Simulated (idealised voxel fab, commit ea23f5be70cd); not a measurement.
process module | voxel spacer lines
cross-section cut | 225 nm wide | cells 5 nm
A cross-section is a grid of square cells, given in bands from the top down. A band is one or more rows of cells.
Each band's line starts with the height of the band's top and of its bottom, in nm. Then come its materials from left to right, each with its width in nm. One material with "throughout" fills the band from edge to edge. "air" is empty space.
Height 0 is the level under which the wafer as received is all one material. The lowest band goes on downwards, as in "0 down".
A width such as "30 to 40" changes by the same amount from each row of cells to the next, from the band's top row to its bottom row.
"no change" after a step means that no cell of the cross-section changed.
closed voids: empty space of 8 cells or more with no open way to the top, each as width x height at its distance from the left edge, in nm
after a step's settings: what the simulator itself notes on the step
overlay nm, on a step with a mask: how far to the right of its planned place the mask lay; to the left if negative
plan
1 op RECEIVE | material Si
2 op CONFORMAL_DEP | material Al2O3 | thk nm 10
3 op DIRECTIONAL_DEP | material polySi | thk nm 15
4 op DIRECTIONAL_DEP | material aC | thk nm 30
5 op PATTERN | tone cover | mask id MANDREL | material resist | width nm 20 | pitch nm 60 | thk nm 35 | overlay nm 0
6 op DIRECTIONAL_ETCH | etch materials aC | depth nm 30
7 op STRIP | etch materials resist
8 op CONFORMAL_DEP | material SiO2 | thk nm 10
9 op DIRECTIONAL_ETCH | etch materials SiO2 | depth nm 10
10 op STRIP | etch materials aC
11 op DIRECTIONAL_ETCH | etch materials polySi | depth nm 15
12 op STRIP | etch materials SiO2
first wafer, as planned
as received, after step 1
  0 down: Si throughout
  closed voids: none
after step 2
  10 to 0: Al2O3 throughout
  below 0: unchanged
after step 3
  25 to 10: polySi throughout
  below 10: unchanged
after step 4
  55 to 25: aC throughout
  below 25: unchanged
after step 5
  90 to 55: air 70 | resist 20 | air 40 | resist 20 | air 75
  below 55: unchanged
after step 6
  60 to 55: air 70 | resist 20 | air 40 | resist 20 | air 75
  55 to 25: air 70 | aC 20 | air 40 | aC 20 | air 75
  below 25: unchanged
after step 7
  55 to 25: air 70 | aC 20 | air 40 | aC 20 | air 75
  below 25: unchanged
after step 8
  65 to 55: air 60 | SiO2 40 | air 20 | SiO2 40 | air 65
  55 to 35: air 60 | SiO2 10 | aC 20 | SiO2 10 | air 20 | SiO2 10 | aC 20 | SiO2 10 | air 65
  35 to 25: SiO2 70 | aC 20 | SiO2 40 | aC 20 | SiO2 75
  below 25: unchanged
after step 9
  55 to 25: air 60 | SiO2 10 | aC 20 | SiO2 10 | air 20 | SiO2 10 | aC 20 | SiO2 10 | air 65
  below 25: unchanged
after step 10
  55 to 25: air 60 | SiO2 10 | air 20 | SiO2 10 | air 20 | SiO2 10 | air 20 | SiO2 10 | air 65
  below 25: unchanged
after step 11
  55 to 25: air 60 | SiO2 10 | air 20 | SiO2 10 | air 20 | SiO2 10 | air 20 | SiO2 10 | air 65
  25 to 10: air 60 | polySi 10 | air 20 | polySi 10 | air 20 | polySi 10 | air 20 | polySi 10 | air 65
  below 10: unchanged
after step 12
  25 to 10: air 60 | polySi 10 | air 20 | polySi 10 | air 20 | polySi 10 | air 20 | polySi 10 | air 65
  below 10: unchanged
second wafer: like start, like plan, one mistake. Through step 1 it matches the first wafer
when step 2 should have ended: no change
when step 3 should have ended
  15 to 0: polySi throughout
  below 0: unchanged
when step 4 should have ended
  45 to 15: aC throughout
  below 15: unchanged
when step 5 should have ended
  80 to 45: air 70 | resist 20 | air 40 | resist 20 | air 75
  below 45: unchanged
when step 6 should have ended
  50 to 45: air 70 | resist 20 | air 40 | resist 20 | air 75
  45 to 15: air 70 | aC 20 | air 40 | aC 20 | air 75
  below 15: unchanged
when step 7 should have ended
  45 to 15: air 70 | aC 20 | air 40 | aC 20 | air 75
  below 15: unchanged
when step 8 should have ended
  55 to 45: air 60 | SiO2 40 | air 20 | SiO2 40 | air 65
  45 to 25: air 60 | SiO2 10 | aC 20 | SiO2 10 | air 20 | SiO2 10 | aC 20 | SiO2 10 | air 65
  25 to 15: SiO2 70 | aC 20 | SiO2 40 | aC 20 | SiO2 75
  below 15: unchanged
when step 9 should have ended
  45 to 15: air 60 | SiO2 10 | aC 20 | SiO2 10 | air 20 | SiO2 10 | aC 20 | SiO2 10 | air 65
  below 15: unchanged
when step 10 should have ended
  45 to 15: air 60 | SiO2 10 | air 20 | SiO2 10 | air 20 | SiO2 10 | air 20 | SiO2 10 | air 65
  below 15: unchanged
when step 11 should have ended
  45 to 15: air 60 | SiO2 10 | air 20 | SiO2 10 | air 20 | SiO2 10 | air 20 | SiO2 10 | air 65
  15 to 0: air 60 | polySi 10 | air 20 | polySi 10 | air 20 | polySi 10 | air 20 | polySi 10 | air 65
  below 0: unchanged
when step 12 should have ended
  15 to 0: air 60 | polySi 10 | air 20 | polySi 10 | air 20 | polySi 10 | air 20 | polySi 10 | air 65
  below 0: unchanged
what went wrong: step 2 was left out
at the end the second wafer has, in cells: 90 fewer of Al2O3
